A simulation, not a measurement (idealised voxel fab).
This is a process module. Its name is voxel quadruple lines.
Cross-section cut spans 290 nm and uses square cells 5 nm in size.
A cross-section in this document is a grid of square cells, and it is written down as bands, the top band listed before the ones below it; a band is made up of one or more rows of cells. This entry defines a band. It first specifies the height of the band's top and the height of its bottom in nm, and then specifies the band's materials from left to right, stating each material with its width in nm. The word "full width" identifies a single material that fills the band from edge to edge, while the word "air" identifies empty space. Heights from 0 (as-received wafer is one material below). Bottom band endless downward, as "0 -> down". A width given as "30 to 40" starts at the first number in the band's top row and ends at the second number in its bottom row, shifting by an equal amount at every step from row to row. "same as before" for a step: no cell of the cross-section changed in that step. "Enclosed cavity list" means: voids of 8 cells or more that are shut off from the top with no open way through. Written width x height at distance, distance from the left edge, in nm. Past the settings on a step's line: simulator remark, on that step. A step's line can hold "overlay nm"; with a mask on that step, the setting says how far right of the planned place the mask lay, while a negative setting says it lay to the left.
**Process steps - plan**
1. RECEIVE with material Si
2. CONFORMAL_DEP with material Al2O3, thk nm 10
3. DIRECTIONAL_DEP with material Ru, thk nm 10
4. DIRECTIONAL_DEP with material polySi, thk nm 20
5. DIRECTIONAL_DEP with material aC, thk nm 20
6. PATTERN with tone cover, mask id MANDREL, material resist, width nm 25, thk nm 25, overlay nm 0
7. DIRECTIONAL_ETCH with etch materials aC, depth nm 20
8. STRIP with etch materials resist
9. CONFORMAL_DEP with material SiO2, thk nm 15
10. DIRECTIONAL_ETCH with etch materials SiO2, depth nm 15
11. STRIP with etch materials aC
12. DIRECTIONAL_ETCH with etch materials polySi, depth nm 20
13. STRIP with etch materials SiO2
14. CONFORMAL_DEP with material SiN, thk nm 5
15. DIRECTIONAL_ETCH with etch materials SiN, depth nm 5
16. STRIP with etch materials polySi
17. DIRECTIONAL_ETCH with etch materials Ru, depth nm 10
18. STRIP with etch materials SiN
**Cross-sectional view of the wafer in its as-received condition, corresponding to the state after step 1**
  0 -> down  Si full width
  Enclosed cavity list: none
**Cross-section at module end, one run error; start and plan unchanged from above**
  40 -> 20  aC full width
  20 -> 10  Ru full width
  10 -> 0  Al2O3 full width
  0 -> down  Si full width
  Enclosed cavity list: none
Which mistake was made when the wafer was run? the executed order of steps 4 and 5 is the reverse of that specified in the plan, each step having taken the other's position
